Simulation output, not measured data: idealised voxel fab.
voxel transistor to metal: a process module
200 nm wide, 5 nm square cells: that's cross-section cut.
If you're reading a cross-section in this doc, picture square cells in a grid; it comes to you as bands, top ones listed first down to the bottom, and a band can be one or more rows of cells.
Each band's line starts with the height of the band's top and of its bottom, in nm. Then come its materials from left to right, each with its width in nm. One material with "throughout" fills the band from edge to edge. "blank" is empty space.
The level at which height equals 0 is the one under which the wafer, as it arrives, is entirely one material. No lower edge exists for the bottom band, which continues downward and is notated as in "0 nm and below".
Width: "30->40" (first number = top row, second number = bottom row, same change from row to row of cells).
Where the words "everything unchanged" appear for a step, the cross-section shows no cell changed by that step; every cell remained as before.
"Enclosed voids": sealed empty spaces, 8 cells or more, no open way to top, listed width x height at distance, with distance from the left edge and width, height and distance in nm.
Anything after a step's settings on that line? It's the simulator's own note about the step.
"overlay nm" answers the question of how far to the right of plan the mask lay on a step that has a mask, and when it is negative the answer is to the left.
Heads up before you read on: it's before/after pairs around one process step each, after side only down to the lowest band that changed, step plus settings under the pair. Pairs can be from different runs of this module, same starting wafer, so only chain a pair onto the one above if its "Geometry before processing" entry says so.

Geometry before processing
  30 nm to 20 nm  85 of blank | 5 of SiO2 | 20 of SiCN | 5 of SiO2 | 85 of blank
  20 nm to 10 nm  85 of blank | 5 of SiO2 | 20 of polySi | 5 of SiO2 | 85 of blank
  10 nm to 0 nm  45 of SiO2 | 40 of blank | 5 of SiO2 | 20 of polySi | 5 of SiO2 | 40 of blank | 45 of SiO2
  0 nm to -10 nm  SiO2 throughout
  -10 nm to -25 nm  45 of SiO2 | 110 of Si | 45 of SiO2
  -25 nm and below  Si throughout
  Enclosed voids: none

Resulting Cross-Section
  35 nm to 30 nm  80 of blank | 40 of SiN | 80 of blank
  30 nm to 20 nm  80 of blank | 5 of SiN | 5 of SiO2 | 20 of SiCN | 5 of SiO2 | 5 of SiN | 80 of blank
  20 nm to 15 nm  80 of blank | 5 of SiN | 5 of SiO2 | 20 of polySi | 5 of SiO2 | 5 of SiN | 80 of blank
  15 nm to 10 nm  50 of SiN | 30 of blank | 5 of SiN | 5 of SiO2 | 20 of polySi | 5 of SiO2 | 5 of SiN | 30 of blank | 50 of SiN
  10 nm to 5 nm  45 of SiO2 | 5 of SiN | 30 of blank | 5 of SiN | 5 of SiO2 | 20 of polySi | 5 of SiO2 | 5 of SiN | 30 of blank | 5 of SiN | 45 of SiO2
  5 nm to 0 nm  45 of SiO2 | 40 of SiN | 5 of SiO2 | 20 of polySi | 5 of SiO2 | 40 of SiN | 45 of SiO2
  Below 0, the layers are the same as they were.
  Enclosed voids: none
What sits between those two cross-sections? CONFORMAL_DEP, material SiN, thk nm 5

Geometry before processing: as shown after the step in the preceding pair, directly above.

Resulting Cross-Section
  30 nm to 20 nm  80 of blank | 5 of SiN | 5 of SiO2 | 20 of SiCN | 5 of SiO2 | 5 of SiN | 80 of blank
  20 nm to 10 nm  80 of blank | 5 of SiN | 5 of SiO2 | 20 of polySi | 5 of SiO2 | 5 of SiN | 80 of blank
  10 nm to 0 nm  45 of SiO2 | 5 of SiN | 30 of blank | 5 of SiN | 5 of SiO2 | 20 of polySi | 5 of SiO2 | 5 of SiN | 30 of blank | 5 of SiN | 45 of SiO2
  Below 0, the layers are the same as they were.
  Enclosed voids: none
What sits between those two cross-sections? DIRECTIONAL_ETCH, etch materials SiN, depth nm 5

Geometry before processing: as shown after the step in the preceding pair, directly above.

Resulting Cross-Section
  30 nm to 25 nm  80 of blank | 5 of SiN | 5 of blank | 20 of SiCN | 5 of blank | 5 of SiN | 80 of blank
  25 nm to 20 nm  80 of blank | 5 of SiN | 5 of SiO2 | 20 of SiCN | 5 of SiO2 | 5 of SiN | 80 of blank
  20 nm to 10 nm  80 of blank | 5 of SiN | 5 of SiO2 | 20 of polySi | 5 of SiO2 | 5 of SiN | 80 of blank
  10 nm to 5 nm  45 of blank | 5 of SiN | 30 of blank | 5 of SiN | 5 of SiO2 | 20 of polySi | 5 of SiO2 | 5 of SiN | 30 of blank | 5 of SiN | 45 of blank
  5 nm to 0 nm  45 of SiO2 | 5 of SiN | 30 of blank | 5 of SiN | 5 of SiO2 | 20 of polySi | 5 of SiO2 | 5 of SiN | 30 of blank | 5 of SiN | 45 of SiO2
  0 nm to -5 nm  50 of SiO2 | 30 of blank | 40 of SiO2 | 30 of blank | 50 of SiO2
  Below -5, the layers are the same as they were.
  Enclosed voids: none
What sits between those two cross-sections? DIRECTIONAL_ETCH, etch materials SiO2, depth nm 5

Geometry before processing: as shown after the step in the preceding pair, directly above.

Resulting Cross-Section
  35 nm to 30 nm  SiO2 throughout
  30 nm to 20 nm  80 of SiO2 | 5 of SiN | 5 of SiO2 | 20 of SiCN | 5 of SiO2 | 5 of SiN | 80 of SiO2
  20 nm to 10 nm  80 of SiO2 | 5 of SiN | 5 of SiO2 | 20 of polySi | 5 of SiO2 | 5 of SiN | 80 of SiO2
  10 nm to 0 nm  45 of SiO2 | 5 of SiN | 30 of SiO2 | 5 of SiN | 5 of SiO2 | 20 of polySi | 5 of SiO2 | 5 of SiN | 30 of SiO2 | 5 of SiN | 45 of SiO2
  0 nm to -10 nm  SiO2 throughout
  Below -10, the layers are the same as they were.
  Enclosed voids: none
What sits between those two cross-sections? FILL_DEP, material SiO2, thk nm 5

Geometry before processing: as shown after the step in the preceding pair, directly above.

Resulting Cross-Section
  30 nm to 20 nm  80 of SiO2 | 5 of SiN | 5 of SiO2 | 20 of SiCN | 5 of SiO2 | 5 of SiN | 80 of SiO2
  Below 20, the layers are the same as they were.
  Enclosed voids: none
What sits between those two cross-sections? CMP, height nm 30

Geometry before processing: as shown after the step in the preceding pair, directly above.

Resulting Cross-Section
  45 nm to 30 nm  SiO2 throughout
  Below 30, the layers are the same as they were.
  Enclosed voids: none
What sits between those two cross-sections? DIRECTIONAL_DEP, material SiO2, thk nm 15

Geometry before processing: as shown after the step in the preceding pair, directly above.

Resulting Cross-Section
  65 nm to 45 nm  50 of resist | 20 of blank | 60 of resist | 20 of blank | 50 of resist
  Below 45, the layers are the same as they were.
  Enclosed voids: none
What sits between those two cross-sections? PATTERN, tone open, mask id CONTACT, material resist, width nm 20, pitch nm 80, thk nm 20, overlay nm 0

Geometry before processing: as shown after the step in the preceding pair, directly above.

Resulting Cross-Section
  65 nm to 45 nm  50 of resist | 20 of blank | 60 of resist | 20 of blank | 50 of resist
  45 nm to 30 nm  50 of SiO2 | 20 of blank | 60 of SiO2 | 20 of blank | 50 of SiO2
  30 nm to 20 nm  50 of SiO2 | 20 of blank | 10 of SiO2 | 5 of SiN | 5 of SiO2 | 20 of SiCN | 5 of SiO2 | 5 of SiN | 10 of SiO2 | 20 of blank | 50 of SiO2
  20 nm to 10 nm  50 of SiO2 | 20 of blank | 10 of SiO2 | 5 of SiN | 5 of SiO2 | 20 of polySi | 5 of SiO2 | 5 of SiN | 10 of SiO2 | 20 of blank | 50 of SiO2
  10 nm to 0 nm  45 of SiO2 | 5 of SiN | 20 of blank | 10 of SiO2 | 5 of SiN | 5 of SiO2 | 20 of polySi | 5 of SiO2 | 5 of SiN | 10 of SiO2 | 20 of blank | 5 of SiN | 45 of SiO2
  0 nm to -5 nm  50 of SiO2 | 20 of blank | 60 of SiO2 | 20 of blank | 50 of SiO2
  Below -5, the layers are the same as they were.
  Enclosed voids: none
What sits between those two cross-sections? DIRECTIONAL_ETCH, etch materials SiO2, depth nm 50

Geometry before processing: as shown after the step in the preceding pair, directly above.

Resulting Cross-Section
  45 nm to 30 nm  50 of SiO2 | 20 of blank | 60 of SiO2 | 20 of blank | 50 of SiO2
  Below 30, the layers are the same as they were.
  Enclosed voids: none
What sits between those two cross-sections? STRIP, etch materials resist

Geometry before processing: as shown after the step in the preceding pair, directly above.

Resulting Cross-Section
  50 nm to 45 nm  55 of TiN | 10 of blank | 70 of TiN | 10 of blank | 55 of TiN
  45 nm to 30 nm  50 of SiO2 | 5 of TiN | 10 of blank | 5 of TiN | 60 of SiO2 | 5 of TiN | 10 of blank | 5 of TiN | 50 of SiO2
  30 nm to 20 nm  50 of SiO2 | 5 of TiN | 10 of blank | 5 of TiN | 10 of SiO2 | 5 of SiN | 5 of SiO2 | 20 of SiCN | 5 of SiO2 | 5 of SiN | 10 of SiO2 | 5 of TiN | 10 of blank | 5 of TiN | 50 of SiO2
  20 nm to 10 nm  50 of SiO2 | 5 of TiN | 10 of blank | 5 of TiN | 10 of SiO2 | 5 of SiN | 5 of SiO2 | 20 of polySi | 5 of SiO2 | 5 of SiN | 10 of SiO2 | 5 of TiN | 10 of blank | 5 of TiN | 50 of SiO2
  10 nm to 0 nm  45 of SiO2 | 5 of SiN | 5 of TiN | 10 of blank | 5 of TiN | 10 of SiO2 | 5 of SiN | 5 of SiO2 | 20 of polySi | 5 of SiO2 | 5 of SiN | 10 of SiO2 | 5 of TiN | 10 of blank | 5 of TiN | 5 of SiN | 45 of SiO2
  0 nm to -5 nm  50 of SiO2 | 20 of TiN | 60 of SiO2 | 20 of TiN | 50 of SiO2
  Below -5, the layers are the same as they were.
  Enclosed voids: none
What sits between those two cross-sections? CONFORMAL_DEP, material TiN, thk nm 5

Geometry before processing: as shown after the step in the preceding pair, directly above.

Resulting Cross-Section
  60 nm to 50 nm  W throughout
  50 nm to 45 nm  55 of TiN | 10 of W | 70 of TiN | 10 of W | 55 of TiN
  45 nm to 30 nm  50 of SiO2 | 5 of TiN | 10 of W | 5 of TiN | 60 of SiO2 | 5 of TiN | 10 of W | 5 of TiN | 50 of SiO2
  30 nm to 20 nm  50 of SiO2 | 5 of TiN | 10 of W | 5 of TiN | 10 of SiO2 | 5 of SiN | 5 of SiO2 | 20 of SiCN | 5 of SiO2 | 5 of SiN | 10 of SiO2 | 5 of TiN | 10 of W | 5 of TiN | 50 of SiO2
  20 nm to 10 nm  50 of SiO2 | 5 of TiN | 10 of W | 5 of TiN | 10 of SiO2 | 5 of SiN | 5 of SiO2 | 20 of polySi | 5 of SiO2 | 5 of SiN | 10 of SiO2 | 5 of TiN | 10 of W | 5 of TiN | 50 of SiO2
  10 nm to 0 nm  45 of SiO2 | 5 of SiN | 5 of TiN | 10 of W | 5 of TiN | 10 of SiO2 | 5 of SiN | 5 of SiO2 | 20 of polySi | 5 of SiO2 | 5 of SiN | 10 of SiO2 | 5 of TiN | 10 of W | 5 of TiN | 5 of SiN | 45 of SiO2
  Below 0, the layers are the same as they were.
  Enclosed voids: none
What sits between those two cross-sections? FILL_DEP, material W, thk nm 10

Geometry before processing: as shown after the step in the preceding pair, directly above.

Resulting Cross-Section
  45 nm to 30 nm  50 of SiO2 | 5 of TiN | 10 of W | 5 of TiN | 60 of SiO2 | 5 of TiN | 10 of W | 5 of TiN | 50 of SiO2
  Below 30, the layers are the same as they were.
  Enclosed voids: none
What sits between those two cross-sections? CMP, height nm 45

Geometry before processing: as shown after the step in the preceding pair, directly above.

Resulting Cross-Section
  50 nm to 45 nm  TiN throughout
  Below 45, the layers are the same as they were.
  Enclosed voids: none
What sits between those two cross-sections? DIRECTIONAL_DEP, material TiN, thk nm 5

Geometry before processing: as shown after the step in the preceding pair, directly above.

Resulting Cross-Section
  65 nm to 50 nm  Ru throughout
  Below 50, the layers are the same as they were.
  Enclosed voids: none
What sits between those two cross-sections? DIRECTIONAL_DEP, material Ru, thk nm 15

Geometry before processing: as shown after the step in the preceding pair, directly above.

Resulting Cross-Section
  65 nm to 50 nm  50 of blank | 20 of Ru | 60 of blank | 20 of Ru | 50 of blank
  Below 50, the layers are the same as they were.
  Enclosed voids: none
What sits between those two cross-sections? MASKED_ETCH, tone cover, mask id METAL_1, width nm 20, pitch nm 80, etch materials Ru, depth nm 15, overlay nm 0

Geometry before processing: as shown after the step in the preceding pair, directly above.

Resulting Cross-Section
  65 nm to 50 nm  50 of blank | 20 of Ru | 60 of blank | 20 of Ru | 50 of blank
  50 nm to 45 nm  50 of blank | 20 of TiN | 60 of blank | 20 of TiN | 50 of blank
  Below 45, the layers are the same as they were.
  Enclosed voids: none
What sits between those two cross-sections? MASKED_ETCH, tone cover, mask id METAL_1, width nm 20, pitch nm 80, etch materials TiN, depth nm 5, overlay nm 0

Geometry before processing: as shown after the step in the preceding pair, directly above.

Resulting Cross-Section
  75 nm to 65 nm  lowk throughout
  65 nm to 50 nm  50 of lowk | 20 of Ru | 60 of lowk | 20 of Ru | 50 of lowk
  50 nm to 45 nm  50 of lowk | 20 of TiN | 60 of lowk | 20 of TiN | 50 of lowk
  Below 45, the layers are the same as they were.
  Enclosed voids: none
What sits between those two cross-sections? FILL_DEP, material lowk, thk nm 10

Geometry before processing: as shown after the step in the preceding pair, directly above.

Resulting Cross-Section
  65 nm to 50 nm  50 of lowk | 20 of Ru | 60 of lowk | 20 of Ru | 50 of lowk
  Below 50, the layers are the same as they were.
  Enclosed voids: none
What sits between those two cross-sections? CMP, height nm 65

Geometry before processing: as shown after the step in the preceding pair, directly above.

Resulting Cross-Section
  70 nm to 65 nm  SiCN throughout
  Below 65, the layers are the same as they were.
  Enclosed voids: none
What sits between those two cross-sections? CONFORMAL_DEP, material SiCN, thk nm 5

Geometry before processing: as shown after the step in the preceding pair, directly above.

Resulting Cross-Section
  105 nm to 70 nm  lowk throughout
  Below 70, the layers are the same as they were.
  Enclosed voids: none
What sits between those two cross-sections? DIRECTIONAL_DEP, material lowk, thk nm 35

Geometry before processing: as shown after the step in the preceding pair, directly above.

Resulting Cross-Section
  125 nm to 105 nm  50 of resist | 15 of blank | 65 of resist | 15 of blank | 55 of resist
  Below 105, the layers are the same as they were.
  Enclosed voids: none
What sits between those two cross-sections? PATTERN, tone open, mask id METAL_2_HOLES, material resist, width nm 15, pitch nm 80, thk nm 20, overlay nm 0

Geometry before processing: as shown after the step in the preceding pair, directly above.

Resulting Cross-Section
  125 nm to 105 nm  50 of resist | 15 of blank | 65 of resist | 15 of blank | 55 of resist
  105 nm to 70 nm  50 of lowk | 15 of blank | 65 of lowk | 15 of blank | 55 of lowk
  Below 70, the layers are the same as they were.
  Enclosed voids: none
What sits between those two cross-sections? DIRECTIONAL_ETCH, etch materials lowk, depth nm 35

Geometry before processing: as shown after the step in the preceding pair, directly above.

Resulting Cross-Section
  105 nm to 70 nm  50 of lowk | 15 of blank | 65 of lowk | 15 of blank | 55 of lowk
  Below 70, the layers are the same as they were.
  Enclosed voids: none
What sits between those two cross-sections? STRIP, etch materials resist

Geometry before processing: as shown after the step in the preceding pair, directly above.

Resulting Cross-Section
  125 nm to 105 nm  50 of resist | 20 of blank | 60 of resist | 20 of blank | 50 of resist
  Below 105, the layers are the same as they were.
  Enclosed voids: none
What sits between those two cross-sections? PATTERN, tone open, mask id METAL_2, material resist, width nm 20, pitch nm 80, thk nm 20, overlay nm 0

Geometry before processing: as shown after the step in the preceding pair, directly above.

Resulting Cross-Section
  125 nm to 105 nm  50 of resist | 20 of blank | 60 of resist | 20 of blank | 50 of resist
  105 nm to 85 nm  50 of lowk | 20 of blank | 60 of lowk | 20 of blank | 50 of lowk
  Below 85, the layers are the same as they were.
  Enclosed voids: none
What sits between those two cross-sections? DIRECTIONAL_ETCH, etch materials lowk, depth nm 20

Geometry before processing: as shown after the step in the preceding pair, directly above.

Resulting Cross-Section
  125 nm to 105 nm  50 of resist | 20 of blank | 60 of resist | 20 of blank | 50 of resist
  105 nm to 85 nm  50 of lowk | 20 of blank | 60 of lowk | 20 of blank | 50 of lowk
  85 nm to 70 nm  50 of lowk | 15 of blank | 65 of lowk | 15 of blank | 55 of lowk
  70 nm to 65 nm  50 of SiCN | 15 of blank | 65 of SiCN | 15 of blank | 55 of SiCN
  Below 65, the layers are the same as they were.
  Enclosed voids: none
What sits between those two cross-sections? DIRECTIONAL_ETCH, etch materials SiCN, depth nm 5

Geometry before processing: as shown after the step in the preceding pair, directly above.

Resulting Cross-Section
  105 nm to 85 nm  50 of lowk | 20 of blank | 60 of lowk | 20 of blank | 50 of lowk
  Below 85, the layers are the same as they were.
  Enclosed voids: none
What sits between those two cross-sections? STRIP, etch materials resist

Geometry before processing: as shown after the step in the preceding pair, directly above.

Resulting Cross-Section
  110 nm to 105 nm  55 of TiN | 10 of blank | 70 of TiN | 10 of blank | 55 of TiN
  105 nm to 90 nm  50 of lowk | 5 of TiN | 10 of blank | 5 of TiN | 60 of lowk | 5 of TiN | 10 of blank | 5 of TiN | 50 of lowk
  90 nm to 85 nm  50 of lowk | 5 of TiN | 5 of blank | 10 of TiN | 60 of lowk | 5 of TiN | 5 of blank | 10 of TiN | 50 of lowk
  85 nm to 70 nm  50 of lowk | 5 of TiN | 5 of blank | 5 of TiN | 65 of lowk | 5 of TiN | 5 of blank | 5 of TiN | 55 of lowk
  70 nm to 65 nm  50 of SiCN | 15 of TiN | 65 of SiCN | 15 of TiN | 55 of SiCN
  Below 65, the layers are the same as they were.
  Enclosed voids: none
What sits between those two cross-sections? CONFORMAL_DEP, material TiN, thk nm 5

Geometry before processing: as shown after the step in the preceding pair, directly above.

Resulting Cross-Section
  120 nm to 110 nm  Ru throughout
  110 nm to 105 nm  55 of TiN | 10 of Ru | 70 of TiN | 10 of Ru | 55 of TiN
  105 nm to 90 nm  50 of lowk | 5 of TiN | 10 of Ru | 5 of TiN | 60 of lowk | 5 of TiN | 10 of Ru | 5 of TiN | 50 of lowk
  90 nm to 85 nm  50 of lowk | 5 of TiN | 5 of Ru | 10 of TiN | 60 of lowk | 5 of TiN | 5 of Ru | 10 of TiN | 50 of lowk
  85 nm to 70 nm  50 of lowk | 5 of TiN | 5 of Ru | 5 of TiN | 65 of lowk | 5 of TiN | 5 of Ru | 5 of TiN | 55 of lowk
  Below 70, the layers are the same as they were.
  Enclosed voids: none
What sits between those two cross-sections? FILL_DEP, material Ru, thk nm 10

Geometry before processing: as shown after the step in the preceding pair, directly above.

Resulting Cross-Section
  105 nm to 90 nm  50 of lowk | 5 of TiN | 10 of Ru | 5 of TiN | 60 of lowk | 5 of TiN | 10 of Ru | 5 of TiN | 50 of lowk
  Below 90, the layers are the same as they were.
  Enclosed voids: none
What sits between those two cross-sections? CMP, height nm 105

Geometry before processing: as shown after the step in the preceding pair, directly above.

Resulting Cross-Section
  110 nm to 105 nm  SiCN throughout
  Below 105, the layers are the same as they were.
  Enclosed voids: none
What sits between those two cross-sections? CONFORMAL_DEP, material SiCN, thk nm 5

Geometry before processing
  45 nm to 30 nm  SiO2 throughout
  30 nm to 20 nm  80 of SiO2 | 5 of SiN | 5 of SiO2 | 20 of SiCN | 5 of SiO2 | 5 of SiN | 80 of SiO2
  20 nm to 10 nm  80 of SiO2 | 5 of SiN | 5 of SiO2 | 20 of polySi | 5 of SiO2 | 5 of SiN | 80 of SiO2
  10 nm to 0 nm  45 of SiO2 | 5 of SiN | 30 of SiO2 | 5 of SiN | 5 of SiO2 | 20 of polySi | 5 of SiO2 | 5 of SiN | 30 of SiO2 | 5 of SiN | 45 of SiO2
  0 nm to -5 nm  50 of SiO2 | 5 of pSi | 20 of SiO2 | 5 of pSi | 40 of SiO2 | 5 of pSi | 20 of SiO2 | 5 of pSi | 50 of SiO2
  -5 nm to -10 nm  45 of SiO2 | 5 of Si | 30 of pSi | 40 of Si | 30 of pSi | 5 of Si | 45 of SiO2
  -10 nm to -25 nm  45 of SiO2 | 110 of Si | 45 of SiO2
  -25 nm and below  Si throughout
  Enclosed voids: none

Resulting Cross-Section
  65 nm to 45 nm  50 of resist | 25 of blank | 55 of resist | 25 of blank | 45 of resist
  Below 45, the layers are the same as they were.
  Enclosed voids: none
What sits between those two cross-sections? PATTERN, tone open, mask id CONTACT, material resist, width nm 25, pitch nm 80, thk nm 20, overlay nm 0

Geometry before processing: as shown after the step in the preceding pair, directly above.

Resulting Cross-Section
  65 nm to 45 nm  50 of resist | 25 of blank | 55 of resist | 25 of blank | 45 of resist
  45 nm to 30 nm  50 of SiO2 | 25 of blank | 55 of SiO2 | 25 of blank | 45 of SiO2
  30 nm to 20 nm  50 of SiO2 | 25 of blank | 5 of SiO2 | 5 of SiN | 5 of SiO2 | 20 of SiCN | 5 of SiO2 | 5 of SiN | 10 of SiO2 | 25 of blank | 45 of SiO2
  20 nm to 10 nm  50 of SiO2 | 25 of blank | 5 of SiO2 | 5 of SiN | 5 of SiO2 | 20 of polySi | 5 of SiO2 | 5 of SiN | 10 of SiO2 | 25 of blank | 45 of SiO2
  10 nm to 0 nm  45 of SiO2 | 5 of SiN | 25 of blank | 5 of SiO2 | 5 of SiN | 5 of SiO2 | 20 of polySi | 5 of SiO2 | 5 of SiN | 10 of SiO2 | 20 of blank | 5 of SiN | 45 of SiO2
  0 nm to -5 nm  50 of SiO2 | 5 of pSi | 20 of blank | 5 of pSi | 40 of SiO2 | 5 of pSi | 5 of SiO2 | 15 of blank | 5 of pSi | 50 of SiO2
  Below -5, the layers are the same as they were.
  Enclosed voids: none
What sits between those two cross-sections? DIRECTIONAL_ETCH, etch materials SiO2, depth nm 50

Geometry before processing: as shown after the step in the preceding pair, directly above.

Resulting Cross-Section
  45 nm to 30 nm  50 of SiO2 | 25 of blank | 55 of SiO2 | 25 of blank | 45 of SiO2
  Below 30, the layers are the same as they were.
  Enclosed voids: none
What sits between those two cross-sections? STRIP, etch materials resist

Geometry before processing: as shown after the step in the preceding pair, directly above.

Resulting Cross-Section
  50 nm to 45 nm  55 of TiN | 15 of blank | 65 of TiN | 15 of blank | 50 of TiN
  45 nm to 30 nm  50 of SiO2 | 5 of TiN | 15 of blank | 5 of TiN | 55 of SiO2 | 5 of TiN | 15 of blank | 5 of TiN | 45 of SiO2
  30 nm to 20 nm  50 of SiO2 | 5 of TiN | 15 of blank | 5 of TiN | 5 of SiO2 | 5 of SiN | 5 of SiO2 | 20 of SiCN | 5 of SiO2 | 5 of SiN | 10 of SiO2 | 5 of TiN | 15 of blank | 5 of TiN | 45 of SiO2
  20 nm to 10 nm  50 of SiO2 | 5 of TiN | 15 of blank | 5 of TiN | 5 of SiO2 | 5 of SiN | 5 of SiO2 | 20 of polySi | 5 of SiO2 | 5 of SiN | 10 of SiO2 | 5 of TiN | 15->10 of blank | 5->10 of TiN | 45 of SiO2
  10 nm to 0 nm  45 of SiO2 | 5 of SiN | 5->10 of TiN | 15->10 of blank | 5 of TiN | 5 of SiO2 | 5 of SiN | 5 of SiO2 | 20 of polySi | 5 of SiO2 | 5 of SiN | 10 of SiO2 | 5 of TiN | 10->5 of blank | 5->10 of TiN | 5 of SiN | 45 of SiO2
  0 nm to -5 nm  50 of SiO2 | 5 of pSi | 20 of TiN | 5 of pSi | 40 of SiO2 | 5 of pSi | 5 of SiO2 | 15 of TiN | 5 of pSi | 50 of SiO2
  Below -5, the layers are the same as they were.
  Enclosed voids: none
What sits between those two cross-sections? CONFORMAL_DEP, material TiN, thk nm 5

Geometry before processing: as shown after the step in the preceding pair, directly above.

Resulting Cross-Section
  60 nm to 50 nm  W throughout
  50 nm to 45 nm  55 of TiN | 15 of W | 65 of TiN | 15 of W | 50 of TiN
  45 nm to 30 nm  50 of SiO2 | 5 of TiN | 15 of W | 5 of TiN | 55 of SiO2 | 5 of TiN | 15 of W | 5 of TiN | 45 of SiO2
  30 nm to 20 nm  50 of SiO2 | 5 of TiN | 15 of W | 5 of TiN | 5 of SiO2 | 5 of SiN | 5 of SiO2 | 20 of SiCN | 5 of SiO2 | 5 of SiN | 10 of SiO2 | 5 of TiN | 15 of W | 5 of TiN | 45 of SiO2
  20 nm to 10 nm  50 of SiO2 | 5 of TiN | 15 of W | 5 of TiN | 5 of SiO2 | 5 of SiN | 5 of SiO2 | 20 of polySi | 5 of SiO2 | 5 of SiN | 10 of SiO2 | 5 of TiN | 15->10 of W | 5->10 of TiN | 45 of SiO2
  10 nm to 0 nm  45 of SiO2 | 5 of SiN | 5->10 of TiN | 15->10 of W | 5 of TiN | 5 of SiO2 | 5 of SiN | 5 of SiO2 | 20 of polySi | 5 of SiO2 | 5 of SiN | 10 of SiO2 | 5 of TiN | 10->5 of W | 5->10 of TiN | 5 of SiN | 45 of SiO2
  Below 0, the layers are the same as they were.
  Enclosed voids: none
What sits between those two cross-sections? FILL_DEP, material W, thk nm 10

Geometry before processing: as shown after the step in the preceding pair, directly above.

Resulting Cross-Section
  45 nm to 30 nm  50 of SiO2 | 5 of TiN | 15 of W | 5 of TiN | 55 of SiO2 | 5 of TiN | 15 of W | 5 of TiN | 45 of SiO2
  Below 30, the layers are the same as they were.
  Enclosed voids: none
What sits between those two cross-sections? CMP, height nm 45

Geometry before processing: as shown after the step in the preceding pair, directly above.

Resulting Cross-Section
  50 nm to 45 nm  TiN throughout
  Below 45, the layers are the same as they were.
  Enclosed voids: none
What sits between those two cross-sections? DIRECTIONAL_DEP, material TiN, thk nm 5

Geometry before processing: as shown after the step in the preceding pair, directly above.

Resulting Cross-Section
  65 nm to 50 nm  Ru throughout
  Below 50, the layers are the same as they were.
  Enclosed voids: none
What sits between those two cross-sections? DIRECTIONAL_DEP, material Ru, thk nm 15

Geometry before processing: as shown after the step in the preceding pair, directly above.

Resulting Cross-Section
  65 nm to 50 nm  50 of blank | 20 of Ru | 60 of blank | 20 of Ru | 50 of blank
  Below 50, the layers are the same as they were.
  Enclosed voids: none
What sits between those two cross-sections? MASKED_ETCH, tone cover, mask id METAL_1, width nm 20, pitch nm 80, etch materials Ru, depth nm 15, overlay nm 0

Geometry before processing: as shown after the step in the preceding pair, directly above.

Resulting Cross-Section
  65 nm to 50 nm  50 of blank | 20 of Ru | 60 of blank | 20 of Ru | 50 of blank
  50 nm to 45 nm  50 of blank | 20 of TiN | 60 of blank | 20 of TiN | 50 of blank
  Below 45, the layers are the same as they were.
  Enclosed voids: none
What sits between those two cross-sections? MASKED_ETCH, tone cover, mask id METAL_1, width nm 20, pitch nm 80, etch materials TiN, depth nm 5, overlay nm 0

Geometry before processing: as shown after the step in the preceding pair, directly above.

Resulting Cross-Section
  75 nm to 65 nm  lowk throughout
  65 nm to 50 nm  50 of lowk | 20 of Ru | 60 of lowk | 20 of Ru | 50 of lowk
  50 nm to 45 nm  50 of lowk | 20 of TiN | 60 of lowk | 20 of TiN | 50 of lowk
  Below 45, the layers are the same as they were.
  Enclosed voids: none
What sits between those two cross-sections? FILL_DEP, material lowk, thk nm 10

Geometry before processing: as shown after the step in the preceding pair, directly above.

Resulting Cross-Section
  65 nm to 50 nm  50 of lowk | 20 of Ru | 60 of lowk | 20 of Ru | 50 of lowk
  Below 50, the layers are the same as they were.
  Enclosed voids: none
What sits between those two cross-sections? CMP, height nm 65

Geometry before processing: as shown after the step in the preceding pair, directly above.

Resulting Cross-Section
  70 nm to 65 nm  SiCN throughout
  Below 65, the layers are the same as they were.
  Enclosed voids: none
What sits between those two cross-sections? CONFORMAL_DEP, material SiCN, thk nm 5

Geometry before processing: as shown after the step in the preceding pair, directly above.

Resulting Cross-Section
  105 nm to 70 nm  lowk throughout
  Below 70, the layers are the same as they were.
  Enclosed voids: none
What sits between those two cross-sections? DIRECTIONAL_DEP, material lowk, thk nm 35

Geometry before processing: as shown after the step in the preceding pair, directly above.

Resulting Cross-Section
  125 nm to 105 nm  50 of resist | 15 of blank | 65 of resist | 15 of blank | 55 of resist
  Below 105, the layers are the same as they were.
  Enclosed voids: none
What sits between those two cross-sections? PATTERN, tone open, mask id METAL_2_HOLES, material resist, width nm 15, pitch nm 80, thk nm 20, overlay nm 0

Geometry before processing: as shown after the step in the preceding pair, directly above.

Resulting Cross-Section
  125 nm to 105 nm  50 of resist | 15 of blank | 65 of resist | 15 of blank | 55 of resist
  105 nm to 70 nm  50 of lowk | 15 of blank | 65 of lowk | 15 of blank | 55 of lowk
  Below 70, the layers are the same as they were.
  Enclosed voids: none
What sits between those two cross-sections? DIRECTIONAL_ETCH, etch materials lowk, depth nm 35

Geometry before processing: as shown after the step in the preceding pair, directly above.

Resulting Cross-Section
  105 nm to 70 nm  50 of lowk | 15 of blank | 65 of lowk | 15 of blank | 55 of lowk
  Below 70, the layers are the same as they were.
  Enclosed voids: none
What sits between those two cross-sections? STRIP, etch materials resist

Geometry before processing: as shown after the step in the preceding pair, directly above.

Resulting Cross-Section
  125 nm to 105 nm  50 of resist | 20 of blank | 60 of resist | 20 of blank | 50 of resist
  Below 105, the layers are the same as they were.
  Enclosed voids: none
What sits between those two cross-sections? PATTERN, tone open, mask id METAL_2, material resist, width nm 20, pitch nm 80, thk nm 20, overlay nm 0

Geometry before processing: as shown after the step in the preceding pair, directly above.

Resulting Cross-Section
  125 nm to 105 nm  50 of resist | 20 of blank | 60 of resist | 20 of blank | 50 of resist
  105 nm to 85 nm  50 of lowk | 20 of blank | 60 of lowk | 20 of blank | 50 of lowk
  Below 85, the layers are the same as they were.
  Enclosed voids: none
What sits between those two cross-sections? DIRECTIONAL_ETCH, etch materials lowk, depth nm 20

Geometry before processing: as shown after the step in the preceding pair, directly above.

Resulting Cross-Section
  125 nm to 105 nm  50 of resist | 20 of blank | 60 of resist | 20 of blank | 50 of resist
  105 nm to 85 nm  50 of lowk | 20 of blank | 60 of lowk | 20 of blank | 50 of lowk
  85 nm to 70 nm  50 of lowk | 15 of blank | 65 of lowk | 15 of blank | 55 of lowk
  70 nm to 65 nm  50 of SiCN | 15 of blank | 65 of SiCN | 15 of blank | 55 of SiCN
  Below 65, the layers are the same as they were.
  Enclosed voids: none
What sits between those two cross-sections? DIRECTIONAL_ETCH, etch materials SiCN, depth nm 5

Geometry before processing: as shown after the step in the preceding pair, directly above.

Resulting Cross-Section
  105 nm to 85 nm  50 of lowk | 20 of blank | 60 of lowk | 20 of blank | 50 of lowk
  Below 85, the layers are the same as they were.
  Enclosed voids: none
What sits between those two cross-sections? STRIP, etch materials resist
